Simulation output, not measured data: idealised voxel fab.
You're looking at the process module voxel tone inversion.
Pictured: cross-section cut, 160 nm wide, on a grid of 5 nm square cells.
A cross-section is written here as square cells arranged in a grid, and it is given in bands from the top down, each band taking up one or more rows of cells. Heads up on the band format: heights come first, top then bottom, in nm. After that it's the materials left to right, each with its width in nm. A single material flagged "edge to edge" fills the whole band edge to edge, and "blank" means there's empty space there. We count height from 0. Below that, the starting wafer is all one material. The lowest band never ends at the bottom but goes on down; see "from 0 down" for how that is written. Think of "30 to 40" as a width that walks from the first number to the second as you go down the band, top row to bottom row, taking equal-sized steps from row to row. "identical to before" (step): cross-section cells unchanged, all of them. What "Closed cavities" gives you is every empty space of 8 cells or more that is cut off from the top. Each appears as width x height at distance, with the distance taken from the left edge and width, height and distance all in nm. Step line, after settings: the simulator's comment on this step. "overlay nm" answers the question of how far to the right of plan the mask lay on a step that has a mask, and when it is negative the answer is to the left.
-- List of planned process steps
1. RECEIVE | material Si
2. CONFORMAL_DEP | material SiCN | thk nm 5
3. DIRECTIONAL_DEP | material polySi | thk nm 25
4. PATTERN | tone cover | mask id POSTS | material resist | width nm 25 | pitch nm 50 | thk nm 35 | overlay nm 0
5. DIRECTIONAL_ETCH | etch materials polySi | depth nm 25
6. STRIP | etch materials resist
7. FILL_DEP | material SiO2 | thk nm 10
8. CMP | height nm 30
9. STRIP | etch materials polySi
-- Shown in cross-section is the wafer as received, that is, as it stands after step 1
* from 0 down  Si edge to edge
* Closed cavities: none
-- Below is the wafer in cross-section after the module was completed. It began from the starting point shown above and followed the plan shown above, except that one mistake was made while running it
* from 30 to 5  SiO2=40  blank=30  SiO2=20  blank=30  SiO2=40
* from 5 to 0  SiCN edge to edge
* from 0 down  Si edge to edge
* Closed cavities: none
What was the processing mistake? step 4 was processed under conditions differing from the plan, specifically as PATTERN | tone cover | mask id POSTS | material resist | width nm 30 | pitch nm 50 | thk nm 35 | overlay nm 0
